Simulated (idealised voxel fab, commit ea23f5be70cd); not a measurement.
Proc. module: voxel wiring stack
Square cells of 5 nm make up the cross-section cut, whose width is 225 nm.
Cross-section spec: square-cell grid; bands listed top down; each band is one or more rows. Band entry format. Leading values: height of top, height of bottom, nm. Remainder: materials in left-to-right order, each with its width in nm. Special words: "all across" on a single material, which then fills the band edge to edge; "air", empty space. Heads up on the height convention: 0 is the point under which the incoming wafer is all one material, and the lowest band has no bottom, it just keeps going down, like "top 0, no bottom". The two numbers in a width such as "30->40" mark its ends across the band: the first belongs to the top row of cells, the second to the bottom row, and from each row to the next the width moves by the same amount. "changes: none" (step): cross-section cells unchanged, all of them. Reported under the label "Enclosed void entries" are the empty spaces having no open way to the top and comprising 8 cells or more; the notation for each is width x height at distance, in which the distance is measured from the left edge and all three values are in nm. If you see something after the settings on a step's line, that's the simulator's own remark about that step. overlay nm, on a step with a mask: how far to the right of its planned place the mask lay; to the left if negative.
## This section lists the process steps that were planned
| 1 | RECEIVE, material Si |
| 2 | CONFORMAL_DEP, material SiO2, thk nm 10 |
| 3 | CONFORMAL_DEP, material SiCN, thk nm 5 |
| 4 | DIRECTIONAL_DEP, material SiO2, thk nm 25 |
| 5 | MASKED_ETCH, tone open, mask id METAL_1, width nm 25, pitch nm 45, etch materials SiO2, depth nm 25, overlay nm 0 |
| 6 | MASKED_ETCH, tone open, mask id METAL_1, width nm 25, pitch nm 45, etch materials SiCN, depth nm 5, overlay nm 0 |
| 7 | CONFORMAL_DEP, material TiN, thk nm 5 |
| 8 | FILL_DEP, material Ru, thk nm 5 |
| 9 | CMP, height nm 40 |
| 10 | CONFORMAL_DEP, material SiCN, thk nm 5 |
| 11 | DIRECTIONAL_DEP, material lowk, thk nm 30 |
| 12 | PATTERN, tone open, mask id METAL_2_HOLES, material resist, width nm 15, thk nm 20, overlay nm 0 |
| 13 | DIRECTIONAL_ETCH, etch materials lowk, depth nm 30 |
| 14 | STRIP, etch materials resist |
| 15 | PATTERN, tone open, mask id METAL_2, material resist, width nm 25, pitch nm 45, thk nm 15, overlay nm 0 |
| 16 | DIRECTIONAL_ETCH, etch materials lowk, depth nm 15 |
| 17 | DIRECTIONAL_ETCH, etch materials SiCN, depth nm 5 |
| 18 | STRIP, etch materials resist |
| 19 | CONFORMAL_DEP, material TiN, thk nm 5 |
| 20 | FILL_DEP, material Cu, thk nm 5 |
| 21 | CMP, height nm 75 |
| 22 | CONFORMAL_DEP, material SiCN, thk nm 5 |
| 23 | DIRECTIONAL_DEP, material SiO2, thk nm 20 |
| 24 | PATTERN, tone open, mask id PLUG_2, material resist, width nm 15, pitch nm 45, thk nm 20, overlay nm 0 |
| 25 | DIRECTIONAL_ETCH, etch materials SiO2, depth nm 20 |
| 26 | DIRECTIONAL_ETCH, etch materials SiCN, depth nm 5 |
| 27 | STRIP, etch materials resist |
| 28 | EPI, material Ru, thk nm 10 |
| 29 | EPI, material Ru, thk nm 10 |
| 30 | EPI, material Ru, thk nm 5 |
| 31 | DIRECTIONAL_DEP, material TiN, thk nm 5 |
| 32 | DIRECTIONAL_DEP, material Ru, thk nm 20 |
| 33 | DIRECTIONAL_DEP, material aC, thk nm 15 |
| 34 | PATTERN, tone cover, mask id METAL_3, material resist, width nm 25, pitch nm 45, thk nm 30, overlay nm 0 |
| 35 | DIRECTIONAL_ETCH, etch materials aC, depth nm 15 |
| 36 | STRIP, etch materials resist |
| 37 | DIRECTIONAL_ETCH, etch materials Ru, depth nm 20 |
| 38 | DIRECTIONAL_ETCH, etch materials TiN, depth nm 5 |
| 39 | STRIP, etch materials aC |
| 40 | FILL_DEP, material SiO2, thk nm 10 |
| 41 | CMP, height nm 125 |
| 42 | CONFORMAL_DEP, material SiCN, thk nm 5 |
## Below: the first of two wafers, run as planned
## Step 1 complete: cross-section of the wafer as received
> top 0, no bottom | Si all across
> Enclosed void entries: none
## How the wafer stands in section after step 2
> top 10, bottom 0 | SiO2 all across
> Under the height 0 nothing was changed.
## How the wafer stands in section after step 3
> top 15, bottom 10 | SiCN all across
> Under the height 10 nothing was changed.
## How the wafer stands in section after step 4
> top 40, bottom 15 | SiO2 all across
> Under the height 15 nothing was changed.
## How the wafer stands in section after step 5
> top 40, bottom 15 | 75 nm SiO2 / 25 nm air / 20 nm SiO2 / 25 nm air / 80 nm SiO2
> Under the height 15 nothing was changed.
## How the wafer stands in section after step 6
> top 40, bottom 15 | 75 nm SiO2 / 25 nm air / 20 nm SiO2 / 25 nm air / 80 nm SiO2
> top 15, bottom 10 | 75 nm SiCN / 25 nm air / 20 nm SiCN / 25 nm air / 80 nm SiCN
> Under the height 10 nothing was changed.
## How the wafer stands in section after step 7
> top 45, bottom 40 | 80 nm TiN / 15 nm air / 30 nm TiN / 15 nm air / 85 nm TiN
> top 40, bottom 15 | 75 nm SiO2 / 5 nm TiN / 15 nm air / 5 nm TiN / 20 nm SiO2 / 5 nm TiN / 15 nm air / 5 nm TiN / 80 nm SiO2
> top 15, bottom 10 | 75 nm SiCN / 25 nm TiN / 20 nm SiCN / 25 nm TiN / 80 nm SiCN
> Under the height 10 nothing was changed.
## How the wafer stands in section after step 8
> top 50, bottom 45 | Ru all across
> top 45, bottom 40 | 80 nm TiN / 15 nm Ru / 30 nm TiN / 15 nm Ru / 85 nm TiN
> top 40, bottom 15 | 75 nm SiO2 / 5 nm TiN / 15 nm Ru / 5 nm TiN / 20 nm SiO2 / 5 nm TiN / 15 nm Ru / 5 nm TiN / 80 nm SiO2
> Under the height 15 nothing was changed.
## How the wafer stands in section after step 9
> top 40, bottom 15 | 75 nm SiO2 / 5 nm TiN / 15 nm Ru / 5 nm TiN / 20 nm SiO2 / 5 nm TiN / 15 nm Ru / 5 nm TiN / 80 nm SiO2
> Under the height 15 nothing was changed.
## How the wafer stands in section after step 10
> top 45, bottom 40 | SiCN all across
> Under the height 40 nothing was changed.
## How the wafer stands in section after step 11
> top 75, bottom 45 | lowk all across
> Under the height 45 nothing was changed.
## How the wafer stands in section after step 12
> top 95, bottom 75 | 75 nm resist / 15 nm air / 135 nm resist
> Under the height 75 nothing was changed.
## How the wafer stands in section after step 13
> top 95, bottom 75 | 75 nm resist / 15 nm air / 135 nm resist
> top 75, bottom 45 | 75 nm lowk / 15 nm air / 135 nm lowk
> Under the height 45 nothing was changed.
## How the wafer stands in section after step 14
> top 75, bottom 45 | 75 nm lowk / 15 nm air / 135 nm lowk
> Under the height 45 nothing was changed.
## How the wafer stands in section after step 15
> top 90, bottom 75 | 75 nm resist / 25 nm air / 20 nm resist / 25 nm air / 80 nm resist
> Under the height 75 nothing was changed.
## How the wafer stands in section after step 16
> top 90, bottom 75 | 75 nm resist / 25 nm air / 20 nm resist / 25 nm air / 80 nm resist
> top 75, bottom 60 | 75 nm lowk / 25 nm air / 20 nm lowk / 25 nm air / 80 nm lowk
> Under the height 60 nothing was changed.
## How the wafer stands in section after step 17
> top 90, bottom 75 | 75 nm resist / 25 nm air / 20 nm resist / 25 nm air / 80 nm resist
> top 75, bottom 60 | 75 nm lowk / 25 nm air / 20 nm lowk / 25 nm air / 80 nm lowk
> top 60, bottom 45 | 75 nm lowk / 15 nm air / 135 nm lowk
> top 45, bottom 40 | 75 nm SiCN / 15 nm air / 135 nm SiCN
> Under the height 40 nothing was changed.
## How the wafer stands in section after step 18
> top 75, bottom 60 | 75 nm lowk / 25 nm air / 20 nm lowk / 25 nm air / 80 nm lowk
> Under the height 60 nothing was changed.
## How the wafer stands in section after step 19
> top 80, bottom 75 | 80 nm TiN / 15 nm air / 30 nm TiN / 15 nm air / 85 nm TiN
> top 75, bottom 65 | 75 nm lowk / 5 nm TiN / 15 nm air / 5 nm TiN / 20 nm lowk / 5 nm TiN / 15 nm air / 5 nm TiN / 80 nm lowk
> top 65, bottom 60 | 75 nm lowk / 5 nm TiN / 5 nm air / 15 nm TiN / 20 nm lowk / 25 nm TiN / 80 nm lowk
> top 60, bottom 45 | 75 nm lowk / 5 nm TiN / 5 nm air / 5 nm TiN / 135 nm lowk
> top 45, bottom 40 | 75 nm SiCN / 15 nm TiN / 135 nm SiCN
> Under the height 40 nothing was changed.
## How the wafer stands in section after step 20
> top 85, bottom 80 | Cu all across
> top 80, bottom 75 | 80 nm TiN / 15 nm Cu / 30 nm TiN / 15 nm Cu / 85 nm TiN
> top 75, bottom 65 | 75 nm lowk / 5 nm TiN / 15 nm Cu / 5 nm TiN / 20 nm lowk / 5 nm TiN / 15 nm Cu / 5 nm TiN / 80 nm lowk
> top 65, bottom 60 | 75 nm lowk / 5 nm TiN / 5 nm Cu / 15 nm TiN / 20 nm lowk / 25 nm TiN / 80 nm lowk
> top 60, bottom 45 | 75 nm lowk / 5 nm TiN / 5 nm Cu / 5 nm TiN / 135 nm lowk
> Under the height 45 nothing was changed.
## How the wafer stands in section after step 21
> top 75, bottom 65 | 75 nm lowk / 5 nm TiN / 15 nm Cu / 5 nm TiN / 20 nm lowk / 5 nm TiN / 15 nm Cu / 5 nm TiN / 80 nm lowk
> Under the height 65 nothing was changed.
## How the wafer stands in section after step 22
> top 80, bottom 75 | SiCN all across
> Under the height 75 nothing was changed.
## How the wafer stands in section after step 23
> top 100, bottom 80 | SiO2 all across
> Under the height 80 nothing was changed.
## How the wafer stands in section after step 24
> top 120, bottom 100 | 75 nm resist / 15 nm air / 30 nm resist / 15 nm air / 90 nm resist
> Under the height 100 nothing was changed.
## How the wafer stands in section after step 25
> top 120, bottom 100 | 75 nm resist / 15 nm air / 30 nm resist / 15 nm air / 90 nm resist
> top 100, bottom 80 | 75 nm SiO2 / 15 nm air / 30 nm SiO2 / 15 nm air / 90 nm SiO2
> Under the height 80 nothing was changed.
## How the wafer stands in section after step 26
> top 120, bottom 100 | 75 nm resist / 15 nm air / 30 nm resist / 15 nm air / 90 nm resist
> top 100, bottom 80 | 75 nm SiO2 / 15 nm air / 30 nm SiO2 / 15 nm air / 90 nm SiO2
> top 80, bottom 75 | 75 nm SiCN / 15 nm air / 30 nm SiCN / 15 nm air / 90 nm SiCN
> Under the height 75 nothing was changed.
## How the wafer stands in section after step 27
> top 100, bottom 80 | 75 nm SiO2 / 15 nm air / 30 nm SiO2 / 15 nm air / 90 nm SiO2
> Under the height 80 nothing was changed.
## How the wafer stands in section after step 28
> top 100, bottom 85 | 75 nm SiO2 / 15 nm air / 30 nm SiO2 / 15 nm air / 90 nm SiO2
> top 85, bottom 80 | 75 nm SiO2 / 15 nm Ru / 30 nm SiO2 / 15 nm Ru / 90 nm SiO2
> top 80, bottom 75 | 75 nm SiCN / 15 nm Ru / 30 nm SiCN / 15 nm Ru / 90 nm SiCN
> Under the height 75 nothing was changed.
## How the wafer stands in section after step 29
> top 100, bottom 95 | 75 nm SiO2 / 15 nm air / 30 nm SiO2 / 15 nm air / 90 nm SiO2
> top 95, bottom 80 | 75 nm SiO2 / 15 nm Ru / 30 nm SiO2 / 15 nm Ru / 90 nm SiO2
> Under the height 80 nothing was changed.
## How the wafer stands in section after step 30
> top 100, bottom 80 | 75 nm SiO2 / 15 nm Ru / 30 nm SiO2 / 15 nm Ru / 90 nm SiO2
> Under the height 80 nothing was changed.
## How the wafer stands in section after step 31
> top 105, bottom 100 | TiN all across
> Under the height 100 nothing was changed.
## How the wafer stands in section after step 32
> top 125, bottom 105 | Ru all across
> Under the height 105 nothing was changed.
## How the wafer stands in section after step 33
> top 140, bottom 125 | aC all across
> Under the height 125 nothing was changed.
## How the wafer stands in section after step 34
> top 170, bottom 140 | 75 nm air / 25 nm resist / 20 nm air / 25 nm resist / 80 nm air
> Under the height 140 nothing was changed.
## How the wafer stands in section after step 35
> top 155, bottom 140 | 75 nm air / 25 nm resist / 20 nm air / 25 nm resist / 80 nm air
> top 140, bottom 125 | 75 nm air / 25 nm aC / 20 nm air / 25 nm aC / 80 nm air
> Under the height 125 nothing was changed.
## How the wafer stands in section after step 36
> top 140, bottom 125 | 75 nm air / 25 nm aC / 20 nm air / 25 nm aC / 80 nm air
> Under the height 125 nothing was changed.
## How the wafer stands in section after step 37
> top 140, bottom 125 | 75 nm air / 25 nm aC / 20 nm air / 25 nm aC / 80 nm air
> top 125, bottom 105 | 75 nm air / 25 nm Ru / 20 nm air / 25 nm Ru / 80 nm air
> Under the height 105 nothing was changed.
## How the wafer stands in section after step 38
> top 140, bottom 125 | 75 nm air / 25 nm aC / 20 nm air / 25 nm aC / 80 nm air
> top 125, bottom 105 | 75 nm air / 25 nm Ru / 20 nm air / 25 nm Ru / 80 nm air
> top 105, bottom 100 | 75 nm air / 25 nm TiN / 20 nm air / 25 nm TiN / 80 nm air
> Under the height 100 nothing was changed.
## How the wafer stands in section after step 39
> top 125, bottom 105 | 75 nm air / 25 nm Ru / 20 nm air / 25 nm Ru / 80 nm air
> Under the height 105 nothing was changed.
## How the wafer stands in section after step 40
> top 135, bottom 125 | SiO2 all across
> top 125, bottom 105 | 75 nm SiO2 / 25 nm Ru / 20 nm SiO2 / 25 nm Ru / 80 nm SiO2
> top 105, bottom 100 | 75 nm SiO2 / 25 nm TiN / 20 nm SiO2 / 25 nm TiN / 80 nm SiO2
> Under the height 100 nothing was changed.
## How the wafer stands in section after step 41
> top 125, bottom 105 | 75 nm SiO2 / 25 nm Ru / 20 nm SiO2 / 25 nm Ru / 80 nm SiO2
> Under the height 105 nothing was changed.
## How the wafer stands in section after step 42
> top 130, bottom 125 | SiCN all across
> Under the height 125 nothing was changed.
## What follows concerns the second wafer, which started out like the first and was meant to follow the very same plan; one mistake crept in when it was run, but everything up to and including step 27 is the same as for the first wafer
## Second wafer, cut view, end of step 29 per plan
> top 100, bottom 85 | 75 nm SiO2 / 15 nm air / 30 nm SiO2 / 15 nm air / 90 nm SiO2
> top 85, bottom 80 | 75 nm SiO2 / 15 nm Ru / 30 nm SiO2 / 15 nm Ru / 90 nm SiO2
> top 80, bottom 75 | 75 nm SiCN / 15 nm Ru / 30 nm SiCN / 15 nm Ru / 90 nm SiCN
> Under the height 75 nothing was changed.
## Second wafer, cut view, end of step 30 per plan
> top 100, bottom 90 | 75 nm SiO2 / 15 nm air / 30 nm SiO2 / 15 nm air / 90 nm SiO2
> top 90, bottom 80 | 75 nm SiO2 / 15 nm Ru / 30 nm SiO2 / 15 nm Ru / 90 nm SiO2
> Under the height 80 nothing was changed.
## Second wafer, cut view, end of step 31 per plan
> top 105, bottom 100 | 75 nm TiN / 15 nm air / 30 nm TiN / 15 nm air / 90 nm TiN
> top 100, bottom 95 | 75 nm SiO2 / 15 nm air / 30 nm SiO2 / 15 nm air / 90 nm SiO2
> top 95, bottom 90 | 75 nm SiO2 / 15 nm TiN / 30 nm SiO2 / 15 nm TiN / 90 nm SiO2
> Under the height 90 nothing was changed.
## Second wafer, cut view, end of step 32 per plan
> top 125, bottom 115 | 75 nm Ru / 15 nm air / 30 nm Ru / 15 nm air / 90 nm Ru
> top 115, bottom 105 | Ru all across
> top 105, bottom 100 | 75 nm TiN / 15 nm Ru / 30 nm TiN / 15 nm Ru / 90 nm TiN
> top 100, bottom 95 | 75 nm SiO2 / 15 nm Ru / 30 nm SiO2 / 15 nm Ru / 90 nm SiO2
> Under the height 95 nothing was changed.
## Second wafer, cut view, end of step 33 per plan
> top 140, bottom 130 | 75 nm aC / 15 nm air / 30 nm aC / 15 nm air / 90 nm aC
> top 130, bottom 125 | aC all across
> top 125, bottom 115 | 75 nm Ru / 15 nm aC / 30 nm Ru / 15 nm aC / 90 nm Ru
> Under the height 115 nothing was changed.
## Second wafer, cut view, end of step 34 per plan
> top 170, bottom 140 | 75 nm air / 25 nm resist / 20 nm air / 25 nm resist / 80 nm air
> top 140, bottom 130 | 75 nm aC / 15 nm resist / 30 nm aC / 15 nm resist / 90 nm aC
> Under the height 130 nothing was changed.
## Second wafer, cut view, end of step 35 per plan
> top 155, bottom 140 | 75 nm air / 25 nm resist / 20 nm air / 25 nm resist / 80 nm air
> top 140, bottom 130 | 75 nm air / 15 nm resist / 10 nm aC / 20 nm air / 15 nm resist / 10 nm aC / 80 nm air
> top 130, bottom 125 | 75 nm air / 25 nm aC / 20 nm air / 25 nm aC / 80 nm air
> Under the height 125 nothing was changed.
## Second wafer, cut view, end of step 36 per plan
> top 140, bottom 130 | 90 nm air / 10 nm aC / 35 nm air / 10 nm aC / 80 nm air
> Under the height 130 nothing was changed.
## Second wafer, cut view, end of step 37 per plan
> top 140, bottom 130 | 90 nm air / 10 nm aC / 35 nm air / 10 nm aC / 80 nm air
> top 130, bottom 125 | 75 nm air / 25 nm aC / 20 nm air / 25 nm aC / 80 nm air
> top 125, bottom 115 | 75 nm air / 15 nm aC / 10 nm Ru / 20 nm air / 15 nm aC / 10 nm Ru / 80 nm air
> top 115, bottom 105 | 75 nm air / 25 nm Ru / 20 nm air / 25 nm Ru / 80 nm air
> Under the height 105 nothing was changed.
## Second wafer, cut view, end of step 38 per plan
> top 140, bottom 130 | 90 nm air / 10 nm aC / 35 nm air / 10 nm aC / 80 nm air
> top 130, bottom 125 | 75 nm air / 25 nm aC / 20 nm air / 25 nm aC / 80 nm air
> top 125, bottom 115 | 75 nm air / 15 nm aC / 10 nm Ru / 20 nm air / 15 nm aC / 10 nm Ru / 80 nm air
> top 115, bottom 105 | 75 nm air / 25 nm Ru / 20 nm air / 25 nm Ru / 80 nm air
> top 105, bottom 100 | 75 nm air / 15 nm Ru / 10 nm TiN / 20 nm air / 15 nm Ru / 10 nm TiN / 80 nm air
> Under the height 100 nothing was changed.
## Second wafer, cut view, end of step 39 per plan
> top 125, bottom 115 | 90 nm air / 10 nm Ru / 35 nm air / 10 nm Ru / 80 nm air
> Under the height 115 nothing was changed.
## Second wafer, cut view, end of step 40 per plan
> top 135, bottom 125 | SiO2 all across
> top 125, bottom 115 | 90 nm SiO2 / 10 nm Ru / 35 nm SiO2 / 10 nm Ru / 80 nm SiO2
> top 115, bottom 105 | 75 nm SiO2 / 25 nm Ru / 20 nm SiO2 / 25 nm Ru / 80 nm SiO2
> top 105, bottom 100 | 75 nm SiO2 / 15 nm Ru / 10 nm TiN / 20 nm SiO2 / 15 nm Ru / 10 nm TiN / 80 nm SiO2
> Under the height 100 nothing was changed.
## Second wafer, cut view, end of step 41 per plan
> top 125, bottom 115 | 90 nm SiO2 / 10 nm Ru / 35 nm SiO2 / 10 nm Ru / 80 nm SiO2
> Under the height 115 nothing was changed.
## Second wafer, cut view, end of step 42 per plan
> top 130, bottom 125 | SiCN all across
> Under the height 125 nothing was changed.
So what did we get wrong on this run? a step was left out from among the identical steps 28 and 29, and there is no telling which
Final cells, second wafer relative to first, materials higher or lower: -12 Ru; +12 SiO2
